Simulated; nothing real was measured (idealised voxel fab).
Herein follows the process module entitled voxel transistor to metal.
Shown is cross-section cut, with a width of 165 nm and square cells of size 5 nm.
Cross-section = grid of square cells, listed top down in bands; band = one or more rows. Within each band entry, the heights of the top and of the bottom of the band appear first, in that order and in nm; the materials of the band then follow from left to right, each with its corresponding width in nm. The designation "full width" on a single material indicates that it fills the band from edge to edge; the designation "empty" indicates empty space. Below 0: as-received wafer, all one material; heights counted from there. Lowest band: no bottom, goes on down, written "0 and below". It should be noted that a width expressed as "30 to 40" varies in equal increments from row to row of cells within the band, taking the value of the first number at the top row and that of the second number at the bottom row. When a step is marked "stayed the same", none of the cells in the cross-section changed during that step. "Enclosed void list" - sealed voids, min. 8 cells, no opening to top; format: width x height at distance (distance from left edge; nm throughout). Step line, after settings: the simulator's comment on this step. The line of a step may include "overlay nm". On a step with a mask, this value is how far to the right of its planned place the mask lay. A negative value means the mask lay to the left.
# Steps in the process plan
1) RECEIVE, material Si
2) CONFORMAL_DEP, material SiO2, thk nm 5
3) CONFORMAL_DEP, material SiN, thk nm 10
4) DIRECTIONAL_DEP, material aC, thk nm 15
5) PATTERN, tone cover, mask id ACTIVE, material resist, width nm 105, thk nm 30, overlay nm 0
6) DIRECTIONAL_ETCH, etch materials aC, depth nm 15
7) STRIP, etch materials resist
8) DIRECTIONAL_ETCH, etch materials SiN, depth nm 10
9) DIRECTIONAL_ETCH, etch materials SiO2, depth nm 5
10) DIRECTIONAL_ETCH, etch materials Si, depth nm 35
11) STRIP, etch materials aC
12) FILL_DEP, material SiO2, thk nm 10
13) CMP, height nm 15
14) SELECTIVE_ETCH, etch materials SiO2, depth nm 5
15) STRIP, etch materials SiN
16) SELECTIVE_ETCH, etch materials SiO2, depth nm 5
17) OXIDIZE, depth nm 5
18) DIRECTIONAL_DEP, material polySi, thk nm 30
19) DIRECTIONAL_DEP, material SiCN, thk nm 10
20) PATTERN, tone cover, mask id GATE, material resist, width nm 25, thk nm 20, overlay nm 0
21) DIRECTIONAL_ETCH, etch materials SiCN, depth nm 20
22) DIRECTIONAL_ETCH, etch materials polySi, depth nm 40
23) STRIP, etch materials resist
24) CONFORMAL_DEP, material SiN, thk nm 10
25) DIRECTIONAL_ETCH, etch materials SiN, depth nm 10
26) DIRECTIONAL_ETCH, etch materials SiO2, depth nm 5
27) DIRECTIONAL_ETCH, etch materials Si, depth nm 5
28) EPI, material pSi, thk nm 5
29) FILL_DEP, material SiO2, thk nm 10
30) CMP, height nm 40
31) DIRECTIONAL_DEP, material SiO2, thk nm 15
32) PATTERN, tone open, mask id CONTACT, material resist, width nm 30, pitch nm 65, thk nm 20, overlay nm 0
33) DIRECTIONAL_ETCH, etch materials SiO2, depth nm 60
34) STRIP, etch materials resist
35) CONFORMAL_DEP, material TiN, thk nm 5
36) FILL_DEP, material Ru, thk nm 5
37) CMP, height nm 55
38) DIRECTIONAL_DEP, material TiN, thk nm 5
39) DIRECTIONAL_DEP, material Ru, thk nm 20
40) PATTERN, tone cover, mask id METAL_1, material resist, width nm 15, pitch nm 80, thk nm 20, overlay nm 0
41) DIRECTIONAL_ETCH, etch materials Ru, depth nm 20
42) DIRECTIONAL_ETCH, etch materials TiN, depth nm 5
43) STRIP, etch materials resist
44) CONFORMAL_DEP, material SiN, thk nm 5
45) FILL_DEP, material lowk, thk nm 10
46) CMP, height nm 80
47) CONFORMAL_DEP, material SiN, thk nm 5
# Wafer, first of two, run as planned
# The cross-section here shows the wafer as received, i.e. in its state after step 1
  0 and below = Si full width
  Enclosed void list: none
# State of the wafer after step 2, shown in cross-section
  5 down to 0 = SiO2 full width
  Note: structure below 0 unchanged.
# State of the wafer after step 3, shown in cross-section
  15 down to 5 = SiN full width
  Note: structure below 5 unchanged.
# State of the wafer after step 4, shown in cross-section
  30 down to 15 = aC full width
  Note: structure below 15 unchanged.
# State of the wafer after step 5, shown in cross-section
  60 down to 30 = 30 empty | 105 resist | 30 empty
  Note: structure below 30 unchanged.
# State of the wafer after step 6, shown in cross-section
  45 down to 30 = 30 empty | 105 resist | 30 empty
  30 down to 15 = 30 empty | 105 aC | 30 empty
  Note: structure below 15 unchanged.
# State of the wafer after step 7, shown in cross-section
  30 down to 15 = 30 empty | 105 aC | 30 empty
  Note: structure below 15 unchanged.
# State of the wafer after step 8, shown in cross-section
  30 down to 15 = 30 empty | 105 aC | 30 empty
  15 down to 5 = 30 empty | 105 SiN | 30 empty
  Note: structure below 5 unchanged.
# State of the wafer after step 9, shown in cross-section
  30 down to 15 = 30 empty | 105 aC | 30 empty
  15 down to 5 = 30 empty | 105 SiN | 30 empty
  5 down to 0 = 30 empty | 105 SiO2 | 30 empty
  Note: structure below 0 unchanged.
# State of the wafer after step 10, shown in cross-section
  30 down to 15 = 30 empty | 105 aC | 30 empty
  15 down to 5 = 30 empty | 105 SiN | 30 empty
  5 down to 0 = 30 empty | 105 SiO2 | 30 empty
  0 down to -35 = 30 empty | 105 Si | 30 empty
  Note: structure below -35 unchanged.
# State of the wafer after step 11, shown in cross-section
  15 down to 5 = 30 empty | 105 SiN | 30 empty
  Note: structure below 5 unchanged.
# State of the wafer after step 12, shown in cross-section
  25 down to 15 = SiO2 full width
  15 down to 5 = 30 SiO2 | 105 SiN | 30 SiO2
  5 down to 0 = SiO2 full width
  0 down to -35 = 30 SiO2 | 105 Si | 30 SiO2
  Note: structure below -35 unchanged.
# State of the wafer after step 13, shown in cross-section
  15 down to 5 = 30 SiO2 | 105 SiN | 30 SiO2
  Note: structure below 5 unchanged.
# State of the wafer after step 14, shown in cross-section
  15 down to 10 = 30 empty | 105 SiN | 30 empty
  Note: structure below 10 unchanged.
# State of the wafer after step 15, shown in cross-section
  10 down to 5 = 30 SiO2 | 105 empty | 30 SiO2
  Note: structure below 5 unchanged.
# State of the wafer after step 16, shown in cross-section
  5 down to 0 = 25 SiO2 | 115 empty | 25 SiO2
  Note: structure below 0 unchanged.
# State of the wafer after step 17, shown in cross-section
  5 down to 0 = 25 SiO2 | 115 empty | 25 SiO2
  0 down to -5 = SiO2 full width
  Note: structure below -5 unchanged.
# State of the wafer after step 18, shown in cross-section
  35 down to 30 = 25 polySi | 115 empty | 25 polySi
  30 down to 5 = polySi full width
  5 down to 0 = 25 SiO2 | 115 polySi | 25 SiO2
  Note: structure below 0 unchanged.
# State of the wafer after step 19, shown in cross-section
  45 down to 40 = 25 SiCN | 115 empty | 25 SiCN
  40 down to 35 = SiCN full width
  35 down to 30 = 25 polySi | 115 SiCN | 25 polySi
  Note: structure below 30 unchanged.
# State of the wafer after step 20, shown in cross-section
  65 down to 45 = 70 empty | 25 resist | 70 empty
  45 down to 40 = 25 SiCN | 45 empty | 25 resist | 45 empty | 25 SiCN
  Note: structure below 40 unchanged.
# State of the wafer after step 21, shown in cross-section
  65 down to 40 = 70 empty | 25 resist | 70 empty
  40 down to 35 = 70 empty | 25 SiCN | 70 empty
  35 down to 30 = 25 polySi | 45 empty | 25 SiCN | 45 empty | 25 polySi
  Note: structure below 30 unchanged.
# State of the wafer after step 22, shown in cross-section
  65 down to 40 = 70 empty | 25 resist | 70 empty
  40 down to 30 = 70 empty | 25 SiCN | 70 empty
  30 down to 5 = 70 empty | 25 polySi | 70 empty
  5 down to 0 = 25 SiO2 | 45 empty | 25 polySi | 45 empty | 25 SiO2
  Note: structure below 0 unchanged.
# State of the wafer after step 23, shown in cross-section
  40 down to 30 = 70 empty | 25 SiCN | 70 empty
  Note: structure below 30 unchanged.
# State of the wafer after step 24, shown in cross-section
  50 down to 40 = 60 empty | 45 SiN | 60 empty
  40 down to 30 = 60 empty | 10 SiN | 25 SiCN | 10 SiN | 60 empty
  30 down to 15 = 60 empty | 10 SiN | 25 polySi | 10 SiN | 60 empty
  15 down to 10 = 35 SiN | 25 empty | 10 SiN | 25 polySi | 10 SiN | 25 empty | 35 SiN
  10 down to 5 = 70 SiN | 25 polySi | 70 SiN
  5 down to 0 = 25 SiO2 | 45 SiN | 25 polySi | 45 SiN | 25 SiO2
  Note: structure below 0 unchanged.
# State of the wafer after step 25, shown in cross-section
  40 down to 30 = 60 empty | 10 SiN | 25 SiCN | 10 SiN | 60 empty
  30 down to 5 = 60 empty | 10 SiN | 25 polySi | 10 SiN | 60 empty
  5 down to 0 = 25 SiO2 | 10 SiN | 25 empty | 10 SiN | 25 polySi | 10 SiN | 25 empty | 10 SiN | 25 SiO2
  Note: structure below 0 unchanged.
# State of the wafer after step 26, shown in cross-section
  40 down to 30 = 60 empty | 10 SiN | 25 SiCN | 10 SiN | 60 empty
  30 down to 5 = 60 empty | 10 SiN | 25 polySi | 10 SiN | 60 empty
  5 down to 0 = 25 empty | 10 SiN | 25 empty | 10 SiN | 25 polySi | 10 SiN | 25 empty | 10 SiN | 25 empty
  0 down to -5 = 35 SiO2 | 25 empty | 45 SiO2 | 25 empty | 35 SiO2
  Note: structure below -5 unchanged.
# State of the wafer after step 27, shown in cross-section
  40 down to 30 = 60 empty | 10 SiN | 25 SiCN | 10 SiN | 60 empty
  30 down to 5 = 60 empty | 10 SiN | 25 polySi | 10 SiN | 60 empty
  5 down to 0 = 25 empty | 10 SiN | 25 empty | 10 SiN | 25 polySi | 10 SiN | 25 empty | 10 SiN | 25 empty
  0 down to -5 = 35 SiO2 | 25 empty | 45 SiO2 | 25 empty | 35 SiO2
  -5 down to -10 = 30 SiO2 | 5 Si | 25 empty | 45 Si | 25 empty | 5 Si | 30 SiO2
  Note: structure below -10 unchanged.
# State of the wafer after step 28, shown in cross-section
  40 down to 30 = 60 empty | 10 SiN | 25 SiCN | 10 SiN | 60 empty
  30 down to 5 = 60 empty | 10 SiN | 25 polySi | 10 SiN | 60 empty
  5 down to 0 = 25 empty | 10 SiN | 25 empty | 10 SiN | 25 polySi | 10 SiN | 25 empty | 10 SiN | 25 empty
  0 down to -5 = 35 SiO2 | 5 pSi | 15 empty | 5 pSi | 45 SiO2 | 5 pSi | 15 empty | 5 pSi | 35 SiO2
  -5 down to -10 = 30 SiO2 | 5 Si | 25 pSi | 45 Si | 25 pSi | 5 Si | 30 SiO2
  Note: structure below -10 unchanged.
# State of the wafer after step 29, shown in cross-section
  50 down to 40 = SiO2 full width
  40 down to 30 = 60 SiO2 | 10 SiN | 25 SiCN | 10 SiN | 60 SiO2
  30 down to 5 = 60 SiO2 | 10 SiN | 25 polySi | 10 SiN | 60 SiO2
  5 down to 0 = 25 SiO2 | 10 SiN | 25 SiO2 | 10 SiN | 25 polySi | 10 SiN | 25 SiO2 | 10 SiN | 25 SiO2
  0 down to -5 = 35 SiO2 | 5 pSi | 15 SiO2 | 5 pSi | 45 SiO2 | 5 pSi | 15 SiO2 | 5 pSi | 35 SiO2
  Note: structure below -5 unchanged.
# State of the wafer after step 30, shown in cross-section
  40 down to 30 = 60 SiO2 | 10 SiN | 25 SiCN | 10 SiN | 60 SiO2
  Note: structure below 30 unchanged.
# State of the wafer after step 31, shown in cross-section
  55 down to 40 = SiO2 full width
  Note: structure below 40 unchanged.
# State of the wafer after step 32, shown in cross-section
  75 down to 55 = 35 resist | 30 empty | 35 resist | 30 empty | 35 resist
  Note: structure below 55 unchanged.
# State of the wafer after step 33, shown in cross-section
  75 down to 55 = 35 resist | 30 empty | 35 resist | 30 empty | 35 resist
  55 down to 40 = 35 SiO2 | 30 empty | 35 SiO2 | 30 empty | 35 SiO2
  40 down to 30 = 35 SiO2 | 25 empty | 10 SiN | 25 SiCN | 10 SiN | 25 empty | 35 SiO2
  30 down to 5 = 35 SiO2 | 25 empty | 10 SiN | 25 polySi | 10 SiN | 25 empty | 35 SiO2
  5 down to 0 = 25 SiO2 | 10 SiN | 25 empty | 10 SiN | 25 polySi | 10 SiN | 25 empty | 10 SiN | 25 SiO2
  0 down to -5 = 35 SiO2 | 5 pSi | 15 empty | 5 pSi | 45 SiO2 | 5 pSi | 15 empty | 5 pSi | 35 SiO2
  Note: structure below -5 unchanged.
# State of the wafer after step 34, shown in cross-section
  55 down to 40 = 35 SiO2 | 30 empty | 35 SiO2 | 30 empty | 35 SiO2
  Note: structure below 40 unchanged.
# State of the wafer after step 35, shown in cross-section
  60 down to 55 = 40 TiN | 20 empty | 45 TiN | 20 empty | 40 TiN
  55 down to 45 = 35 SiO2 | 5 TiN | 20 empty | 5 TiN | 35 SiO2 | 5 TiN | 20 empty | 5 TiN | 35 SiO2
  45 down to 40 = 35 SiO2 | 5 TiN | 15 empty | 10 TiN | 35 SiO2 | 10 TiN | 15 empty | 5 TiN | 35 SiO2
  40 down to 30 = 35 SiO2 | 5 TiN | 15 empty | 5 TiN | 10 SiN | 25 SiCN | 10 SiN | 5 TiN | 15 empty | 5 TiN | 35 SiO2
  30 down to 5 = 35 SiO2 | 5 TiN | 15 empty | 5 TiN | 10 SiN | 25 polySi | 10 SiN | 5 TiN | 15 empty | 5 TiN | 35 SiO2
  5 down to 0 = 25 SiO2 | 10 SiN | 10 TiN | 5 empty | 10 TiN | 10 SiN | 25 polySi | 10 SiN | 10 TiN | 5 empty | 10 TiN | 10 SiN | 25 SiO2
  0 down to -5 = 35 SiO2 | 5 pSi | 15 TiN | 5 pSi | 45 SiO2 | 5 pSi | 15 TiN | 5 pSi | 35 SiO2
  Note: structure below -5 unchanged.
# State of the wafer after step 36, shown in cross-section
  65 down to 60 = Ru full width
  60 down to 55 = 40 TiN | 20 Ru | 45 TiN | 20 Ru | 40 TiN
  55 down to 45 = 35 SiO2 | 5 TiN | 20 Ru | 5 TiN | 35 SiO2 | 5 TiN | 20 Ru | 5 TiN | 35 SiO2
  45 down to 40 = 35 SiO2 | 5 TiN | 15 Ru | 10 TiN | 35 SiO2 | 10 TiN | 15 Ru | 5 TiN | 35 SiO2
  40 down to 30 = 35 SiO2 | 5 TiN | 15 Ru | 5 TiN | 10 SiN | 25 SiCN | 10 SiN | 5 TiN | 15 Ru | 5 TiN | 35 SiO2
  30 down to 5 = 35 SiO2 | 5 TiN | 15 Ru | 5 TiN | 10 SiN | 25 polySi | 10 SiN | 5 TiN | 15 Ru | 5 TiN | 35 SiO2
  5 down to 0 = 25 SiO2 | 10 SiN | 10 TiN | 5 Ru | 10 TiN | 10 SiN | 25 polySi | 10 SiN | 10 TiN | 5 Ru | 10 TiN | 10 SiN | 25 SiO2
  Note: structure below 0 unchanged.
# State of the wafer after step 37, shown in cross-section
  55 down to 45 = 35 SiO2 | 5 TiN | 20 Ru | 5 TiN | 35 SiO2 | 5 TiN | 20 Ru | 5 TiN | 35 SiO2
  Note: structure below 45 unchanged.
# State of the wafer after step 38, shown in cross-section
  60 down to 55 = TiN full width
  Note: structure below 55 unchanged.
# State of the wafer after step 39, shown in cross-section
  80 down to 60 = Ru full width
  Note: structure below 60 unchanged.
# State of the wafer after step 40, shown in cross-section
  100 down to 80 = 35 empty | 15 resist | 65 empty | 15 resist | 35 empty
  Note: structure below 80 unchanged.
# State of the wafer after step 41, shown in cross-section
  100 down to 80 = 35 empty | 15 resist | 65 empty | 15 resist | 35 empty
  80 down to 60 = 35 empty | 15 Ru | 65 empty | 15 Ru | 35 empty
  Note: structure below 60 unchanged.
# State of the wafer after step 42, shown in cross-section
  100 down to 80 = 35 empty | 15 resist | 65 empty | 15 resist | 35 empty
  80 down to 60 = 35 empty | 15 Ru | 65 empty | 15 Ru | 35 empty
  60 down to 55 = 35 empty | 15 TiN | 65 empty | 15 TiN | 35 empty
  Note: structure below 55 unchanged.
# State of the wafer after step 43, shown in cross-section
  80 down to 60 = 35 empty | 15 Ru | 65 empty | 15 Ru | 35 empty
  Note: structure below 60 unchanged.
# State of the wafer after step 44, shown in cross-section
  85 down to 80 = 30 empty | 25 SiN | 55 empty | 25 SiN | 30 empty
  80 down to 60 = 30 empty | 5 SiN | 15 Ru | 5 SiN | 55 empty | 5 SiN | 15 Ru | 5 SiN | 30 empty
  60 down to 55 = 35 SiN | 15 TiN | 65 SiN | 15 TiN | 35 SiN
  Note: structure below 55 unchanged.
# State of the wafer after step 45, shown in cross-section
  95 down to 85 = lowk full width
  85 down to 80 = 30 lowk | 25 SiN | 55 lowk | 25 SiN | 30 lowk
  80 down to 60 = 30 lowk | 5 SiN | 15 Ru | 5 SiN | 55 lowk | 5 SiN | 15 Ru | 5 SiN | 30 lowk
  Note: structure below 60 unchanged.
# State of the wafer after step 46, shown in cross-section
  80 down to 60 = 30 lowk | 5 SiN | 15 Ru | 5 SiN | 55 lowk | 5 SiN | 15 Ru | 5 SiN | 30 lowk
  Note: structure below 60 unchanged.
# State of the wafer after step 47, shown in cross-section
  85 down to 80 = SiN full width
  Note: structure below 80 unchanged.
# For the second wafer, take the first wafer's start and plan, then add one mistake made in running it; everything through step 1, that step included, is shared with the first
# Second wafer, cut view, end of step 2 per plan
  5 down to 0 = lowk full width
  Note: structure below 0 unchanged.
# Second wafer, cut view, end of step 3 per plan
  15 down to 5 = SiN full width
  Note: structure below 5 unchanged.
# Second wafer, cut view, end of step 4 per plan
  30 down to 15 = aC full width
  Note: structure below 15 unchanged.
# Second wafer, cut view, end of step 5 per plan
  60 down to 30 = 30 empty | 105 resist | 30 empty
  Note: structure below 30 unchanged.
# Second wafer, cut view, end of step 6 per plan
  45 down to 30 = 30 empty | 105 resist | 30 empty
  30 down to 15 = 30 empty | 105 aC | 30 empty
  Note: structure below 15 unchanged.
# Second wafer, cut view, end of step 7 per plan
  30 down to 15 = 30 empty | 105 aC | 30 empty
  Note: structure below 15 unchanged.
# Second wafer, cut view, end of step 8 per plan
  30 down to 15 = 30 empty | 105 aC | 30 empty
  15 down to 5 = 30 empty | 105 SiN | 30 empty
  Note: structure below 5 unchanged.
Second wafer, cut view, end of step 9 per plan: stayed the same
Second wafer, cut view, end of step 10 per plan: stayed the same
# Second wafer, cut view, end of step 11 per plan
  15 down to 5 = 30 empty | 105 SiN | 30 empty
  Note: structure below 5 unchanged.
# Second wafer, cut view, end of step 12 per plan
  25 down to 15 = SiO2 full width
  15 down to 5 = 30 SiO2 | 105 SiN | 30 SiO2
  Note: structure below 5 unchanged.
# Second wafer, cut view, end of step 13 per plan
  15 down to 5 = 30 SiO2 | 105 SiN | 30 SiO2
  Note: structure below 5 unchanged.
# Second wafer, cut view, end of step 14 per plan
  15 down to 10 = 30 empty | 105 SiN | 30 empty
  Note: structure below 10 unchanged.
# Second wafer, cut view, end of step 15 per plan
  10 down to 5 = 30 SiO2 | 105 empty | 30 SiO2
  Note: structure below 5 unchanged.
# Second wafer, cut view, end of step 16 per plan
  5 down to 0 = lowk full width
  Note: structure below 0 unchanged.
Second wafer, cut view, end of step 17 per plan: stayed the same
# Second wafer, cut view, end of step 18 per plan
  35 down to 5 = polySi full width
  Note: structure below 5 unchanged.
# Second wafer, cut view, end of step 19 per plan
  45 down to 35 = SiCN full width
  Note: structure below 35 unchanged.
# Second wafer, cut view, end of step 20 per plan
  65 down to 45 = 70 empty | 25 resist | 70 empty
  Note: structure below 45 unchanged.
# Second wafer, cut view, end of step 21 per plan
  65 down to 45 = 70 empty | 25 resist | 70 empty
  45 down to 35 = 70 empty | 25 SiCN | 70 empty
  Note: structure below 35 unchanged.
# Second wafer, cut view, end of step 22 per plan
  65 down to 45 = 70 empty | 25 resist | 70 empty
  45 down to 35 = 70 empty | 25 SiCN | 70 empty
  35 down to 5 = 70 empty | 25 polySi | 70 empty
  Note: structure below 5 unchanged.
# Second wafer, cut view, end of step 23 per plan
  45 down to 35 = 70 empty | 25 SiCN | 70 empty
  Note: structure below 35 unchanged.
# Second wafer, cut view, end of step 24 per plan
  55 down to 45 = 60 empty | 45 SiN | 60 empty
  45 down to 35 = 60 empty | 10 SiN | 25 SiCN | 10 SiN | 60 empty
  35 down to 15 = 60 empty | 10 SiN | 25 polySi | 10 SiN | 60 empty
  15 down to 5 = 70 SiN | 25 polySi | 70 SiN
  Note: structure below 5 unchanged.
# Second wafer, cut view, end of step 25 per plan
  45 down to 35 = 60 empty | 10 SiN | 25 SiCN | 10 SiN | 60 empty
  35 down to 5 = 60 empty | 10 SiN | 25 polySi | 10 SiN | 60 empty
  Note: structure below 5 unchanged.
Second wafer, cut view, end of step 26 per plan: stayed the same
Second wafer, cut view, end of step 27 per plan: stayed the same
Second wafer, cut view, end of step 28 per plan: stayed the same
# Second wafer, cut view, end of step 29 per plan
  55 down to 45 = SiO2 full width
  45 down to 35 = 60 SiO2 | 10 SiN | 25 SiCN | 10 SiN | 60 SiO2
  35 down to 5 = 60 SiO2 | 10 SiN | 25 polySi | 10 SiN | 60 SiO2
  Note: structure below 5 unchanged.
# Second wafer, cut view, end of step 30 per plan
  40 down to 35 = 60 SiO2 | 10 SiN | 25 SiCN | 10 SiN | 60 SiO2
  Note: structure below 35 unchanged.
# Second wafer, cut view, end of step 31 per plan
  55 down to 40 = SiO2 full width
  Note: structure below 40 unchanged.
# Second wafer, cut view, end of step 32 per plan
  75 down to 55 = 35 resist | 30 empty | 35 resist | 30 empty | 35 resist
  Note: structure below 55 unchanged.
# Second wafer, cut view, end of step 33 per plan
  75 down to 55 = 35 resist | 30 empty | 35 resist | 30 empty | 35 resist
  55 down to 40 = 35 SiO2 | 30 empty | 35 SiO2 | 30 empty | 35 SiO2
  40 down to 35 = 35 SiO2 | 25 empty | 10 SiN | 25 SiCN | 10 SiN | 25 empty | 35 SiO2
  35 down to 5 = 35 SiO2 | 25 empty | 10 SiN | 25 polySi | 10 SiN | 25 empty | 35 SiO2
  Note: structure below 5 unchanged.
# Second wafer, cut view, end of step 34 per plan
  55 down to 40 = 35 SiO2 | 30 empty | 35 SiO2 | 30 empty | 35 SiO2
  Note: structure below 40 unchanged.
# Second wafer, cut view, end of step 35 per plan
  60 down to 55 = 40 TiN | 20 empty | 45 TiN | 20 empty | 40 TiN
  55 down to 45 = 35 SiO2 | 5 TiN | 20 empty | 5 TiN | 35 SiO2 | 5 TiN | 20 empty | 5 TiN | 35 SiO2
  45 down to 40 = 35 SiO2 | 5 TiN | 15 empty | 10 TiN | 35 SiO2 | 10 TiN | 15 empty | 5 TiN | 35 SiO2
  40 down to 35 = 35 SiO2 | 5 TiN | 15 empty | 5 TiN | 10 SiN | 25 SiCN | 10 SiN | 5 TiN | 15 empty | 5 TiN | 35 SiO2
  35 down to 10 = 35 SiO2 | 5 TiN | 15 empty | 5 TiN | 10 SiN | 25 polySi | 10 SiN | 5 TiN | 15 empty | 5 TiN | 35 SiO2
  10 down to 5 = 35 SiO2 | 25 TiN | 10 SiN | 25 polySi | 10 SiN | 25 TiN | 35 SiO2
  Note: structure below 5 unchanged.
# Second wafer, cut view, end of step 36 per plan
  65 down to 60 = Ru full width
  60 down to 55 = 40 TiN | 20 Ru | 45 TiN | 20 Ru | 40 TiN
  55 down to 45 = 35 SiO2 | 5 TiN | 20 Ru | 5 TiN | 35 SiO2 | 5 TiN | 20 Ru | 5 TiN | 35 SiO2
  45 down to 40 = 35 SiO2 | 5 TiN | 15 Ru | 10 TiN | 35 SiO2 | 10 TiN | 15 Ru | 5 TiN | 35 SiO2
  40 down to 35 = 35 SiO2 | 5 TiN | 15 Ru | 5 TiN | 10 SiN | 25 SiCN | 10 SiN | 5 TiN | 15 Ru | 5 TiN | 35 SiO2
  35 down to 10 = 35 SiO2 | 5 TiN | 15 Ru | 5 TiN | 10 SiN | 25 polySi | 10 SiN | 5 TiN | 15 Ru | 5 TiN | 35 SiO2
  Note: structure below 10 unchanged.
# Second wafer, cut view, end of step 37 per plan
  55 down to 45 = 35 SiO2 | 5 TiN | 20 Ru | 5 TiN | 35 SiO2 | 5 TiN | 20 Ru | 5 TiN | 35 SiO2
  Note: structure below 45 unchanged.
# Second wafer, cut view, end of step 38 per plan
  60 down to 55 = TiN full width
  Note: structure below 55 unchanged.
# Second wafer, cut view, end of step 39 per plan
  80 down to 60 = Ru full width
  Note: structure below 60 unchanged.
# Second wafer, cut view, end of step 40 per plan
  100 down to 80 = 35 empty | 15 resist | 65 empty | 15 resist | 35 empty
  Note: structure below 80 unchanged.
# Second wafer, cut view, end of step 41 per plan
  100 down to 80 = 35 empty | 15 resist | 65 empty | 15 resist | 35 empty
  80 down to 60 = 35 empty | 15 Ru | 65 empty | 15 Ru | 35 empty
  Note: structure below 60 unchanged.
# Second wafer, cut view, end of step 42 per plan
  100 down to 80 = 35 empty | 15 resist | 65 empty | 15 resist | 35 empty
  80 down to 60 = 35 empty | 15 Ru | 65 empty | 15 Ru | 35 empty
  60 down to 55 = 35 empty | 15 TiN | 65 empty | 15 TiN | 35 empty
  Note: structure below 55 unchanged.
# Second wafer, cut view, end of step 43 per plan
  80 down to 60 = 35 empty | 15 Ru | 65 empty | 15 Ru | 35 empty
  Note: structure below 60 unchanged.
# Second wafer, cut view, end of step 44 per plan
  85 down to 80 = 30 empty | 25 SiN | 55 empty | 25 SiN | 30 empty
  80 down to 60 = 30 empty | 5 SiN | 15 Ru | 5 SiN | 55 empty | 5 SiN | 15 Ru | 5 SiN | 30 empty
  60 down to 55 = 35 SiN | 15 TiN | 65 SiN | 15 TiN | 35 SiN
  Note: structure below 55 unchanged.
# Second wafer, cut view, end of step 45 per plan
  95 down to 85 = lowk full width
  85 down to 80 = 30 lowk | 25 SiN | 55 lowk | 25 SiN | 30 lowk
  80 down to 60 = 30 lowk | 5 SiN | 15 Ru | 5 SiN | 55 lowk | 5 SiN | 15 Ru | 5 SiN | 30 lowk
  Note: structure below 60 unchanged.
# Second wafer, cut view, end of step 46 per plan
  80 down to 60 = 30 lowk | 5 SiN | 15 Ru | 5 SiN | 55 lowk | 5 SiN | 15 Ru | 5 SiN | 30 lowk
  Note: structure below 60 unchanged.
# Second wafer, cut view, end of step 47 per plan
  85 down to 80 = SiN full width
  Note: structure below 80 unchanged.
What was the processing mistake? contrary to plan, step 2 was performed as CONFORMAL_DEP, material lowk, thk nm 5
Count the cells at the end and the second wafer has more or fewer of some materials than the first: 8 fewer of Ru, 115 more of Si, 5 fewer of SiCN, 8 fewer of SiN, 105 fewer of SiO2, 8 fewer of TiN, 33 more of lowk, 14 fewer of pSi
